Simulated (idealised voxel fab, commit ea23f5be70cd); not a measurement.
This section sets out a process module, namely voxel wiring stack.
The cross-section shown here is cut; it is 220 nm wide and divided into square cells measuring 5 nm on a side.
The cross-sections in this document take the form of a grid made of square cells. They are written out as bands, in order from top to bottom. Each band consists of one or more rows of cells. Heights first: top, then bottom, in nm. Then materials, left to right, each with a width in nm. "throughout" on a single material: fills the band edge to edge. "empty": empty space. Where do heights start? At 0: under that level the wafer as delivered is made of one material only. And the lowest band has no floor; it just carries on downward, as in "0 -> down". You'd read "30->40" like this: the band's top row of cells is as wide as the first number, its bottom row is as wide as the second, and going down, every row changes width by the same amount as the row before did. "changes: none" -> step changed no cross-section cell. What "Unvented internal voids" gives you is every empty space of 8 cells or more that is cut off from the top. Each appears as width x height at distance, with the distance taken from the left edge and width, height and distance all in nm. Step line, after settings: the simulator's comment on this step. A step line may carry the setting "overlay nm", which, for steps involving a mask, states the distance by which the mask lay to the right of its intended position; negative values denote displacement to the left.
Process steps foreseen in the plan
| 1 | RECEIVE | material Si |
| 2 | CONFORMAL_DEP | material SiO2 | thk nm 10 |
| 3 | DIRECTIONAL_DEP | material TiN | thk nm 5 |
| 4 | DIRECTIONAL_DEP | material Ru | thk nm 20 |
| 5 | DIRECTIONAL_DEP | material aC | thk nm 15 |
| 6 | PATTERN | tone cover | mask id METAL_1 | material resist | width nm 20 | pitch nm 45 | thk nm 35 | overlay nm 0 |
| 7 | DIRECTIONAL_ETCH | etch materials aC | depth nm 15 |
| 8 | STRIP | etch materials resist |
| 9 | DIRECTIONAL_ETCH | etch materials Ru | depth nm 20 |
| 10 | DIRECTIONAL_ETCH | etch materials TiN | depth nm 5 |
| 11 | STRIP | etch materials aC |
| 12 | CONFORMAL_DEP | material SiCN | thk nm 5 |
| 13 | FILL_DEP | material lowk | thk nm 5 |
| 14 | CMP | height nm 35 |
| 15 | CONFORMAL_DEP | material SiCN | thk nm 5 |
| 16 | DIRECTIONAL_DEP | material lowk | thk nm 15 |
| 17 | DIRECTIONAL_DEP | material aC | thk nm 10 |
| 18 | PATTERN | tone open | mask id PLUG_1 | material resist | width nm 15 | pitch nm 45 | thk nm 25 | overlay nm 0 |
| 19 | DIRECTIONAL_ETCH | etch materials aC | depth nm 10 |
| 20 | STRIP | etch materials resist |
| 21 | DIRECTIONAL_ETCH | etch materials lowk | depth nm 15 |
| 22 | DIRECTIONAL_ETCH | etch materials SiCN | depth nm 5 |
| 23 | STRIP | etch materials aC |
| 24 | EPI | material Ru | thk nm 10 |
| 25 | EPI | material Ru | thk nm 10 |
| 26 | DIRECTIONAL_DEP | material TiN | thk nm 5 |
| 27 | DIRECTIONAL_DEP | material W | thk nm 25 |
| 28 | DIRECTIONAL_DEP | material aC | thk nm 15 |
| 29 | PATTERN | tone cover | mask id METAL_2 | material resist | width nm 20 | pitch nm 45 | thk nm 30 | overlay nm 0 |
| 30 | DIRECTIONAL_ETCH | etch materials aC | depth nm 15 |
| 31 | STRIP | etch materials resist |
| 32 | DIRECTIONAL_ETCH | etch materials W | depth nm 25 |
| 33 | DIRECTIONAL_ETCH | etch materials TiN | depth nm 5 |
| 34 | STRIP | etch materials aC |
| 35 | FILL_DEP | material lowk | thk nm 10 |
| 36 | CMP | height nm 85 |
| 37 | CONFORMAL_DEP | material SiCN | thk nm 5 |
| 38 | DIRECTIONAL_DEP | material lowk | thk nm 30 |
| 39 | PATTERN | tone open | mask id METAL_3 | material resist | width nm 20 | pitch nm 45 | thk nm 20 | overlay nm 0 |
| 40 | DIRECTIONAL_ETCH | etch materials lowk | depth nm 15 |
| 41 | STRIP | etch materials resist |
| 42 | MASKED_ETCH | tone open | mask id METAL_3_HOLES | width nm 15 | pitch nm 45 | etch materials lowk | depth nm 15 | overlay nm 0 |
| 43 | MASKED_ETCH | tone open | mask id METAL_3_HOLES | width nm 15 | pitch nm 45 | etch materials SiCN | depth nm 5 | overlay nm 0 |
| 44 | CONFORMAL_DEP | material TiN | thk nm 5 |
| 45 | FILL_DEP | material Cu | thk nm 5 |
| 46 | CMP | height nm 120 |
| 47 | CONFORMAL_DEP | material SiN | thk nm 5 |
This is the cross-section of the wafer as we received it, i.e. after step 1
0 -> down: Si throughout
Unvented internal voids: none
First of two wafers, end-of-module section, run followed plan
125 -> 120: SiN throughout
120 -> 110: lowk: 75, then TiN: 5, then Cu: 10, then TiN: 5, then lowk: 25, then TiN: 5, then Cu: 10, then TiN: 5, then lowk: 80
110 -> 105: lowk: 75, then TiN: 5, then Cu: 5, then TiN: 10, then lowk: 25, then TiN: 5, then Cu: 5, then TiN: 10, then lowk: 80
105 -> 90: lowk: 75, then TiN: 5, then Cu: 5, then TiN: 5, then lowk: 30, then TiN: 5, then Cu: 5, then TiN: 5, then lowk: 85
90 -> 85: SiCN: 75, then TiN: 15, then SiCN: 30, then TiN: 15, then SiCN: 85
85 -> 60: lowk: 75, then W: 20, then lowk: 25, then W: 20, then lowk: 80
60 -> 55: lowk: 75, then TiN: 20, then lowk: 25, then TiN: 20, then lowk: 80
55 -> 40: lowk: 75, then Ru: 15, then lowk: 30, then Ru: 15, then lowk: 85
40 -> 35: SiCN: 75, then Ru: 15, then SiCN: 30, then Ru: 15, then SiCN: 85
35 -> 15: lowk: 70, then SiCN: 5, then Ru: 20, then SiCN: 5, then lowk: 15, then SiCN: 5, then Ru: 20, then SiCN: 5, then lowk: 75
15 -> 10: SiCN: 75, then TiN: 20, then SiCN: 25, then TiN: 20, then SiCN: 80
10 -> 0: SiO2 throughout
0 -> down: Si throughout
Unvented internal voids: none
Here's the second of our two wafers sectioned at module end. Same start as the first, same plan, but one mistake got made running it
135 -> 120: SiN throughout
120 -> 110: lowk: 75, then TiN: 5, then Cu: 10, then TiN: 5, then lowk: 25, then TiN: 5, then Cu: 10, then TiN: 5, then lowk: 80
110 -> 105: lowk: 75, then TiN: 5, then Cu: 5, then TiN: 10, then lowk: 25, then TiN: 5, then Cu: 5, then TiN: 10, then lowk: 80
105 -> 90: lowk: 75, then TiN: 5, then Cu: 5, then TiN: 5, then lowk: 30, then TiN: 5, then Cu: 5, then TiN: 5, then lowk: 85
90 -> 85: SiCN: 75, then TiN: 15, then SiCN: 30, then TiN: 15, then SiCN: 85
85 -> 60: lowk: 75, then W: 20, then lowk: 25, then W: 20, then lowk: 80
60 -> 55: lowk: 75, then TiN: 20, then lowk: 25, then TiN: 20, then lowk: 80
55 -> 40: lowk: 75, then Ru: 15, then lowk: 30, then Ru: 15, then lowk: 85
40 -> 35: SiCN: 75, then Ru: 15, then SiCN: 30, then Ru: 15, then SiCN: 85
35 -> 15: lowk: 70, then SiCN: 5, then Ru: 20, then SiCN: 5, then lowk: 15, then SiCN: 5, then Ru: 20, then SiCN: 5, then lowk: 75
15 -> 10: SiCN: 75, then TiN: 20, then SiCN: 25, then TiN: 20, then SiCN: 80
10 -> 0: SiO2 throughout
0 -> down: Si throughout
Unvented internal voids: none
Against the plan, the run slipped here: step 47 was processed under conditions differing from the plan, specifically as CONFORMAL_DEP | material SiN | thk nm 15
Materials where the second wafer ends with more or fewer cells than the first: SiN: 88 more
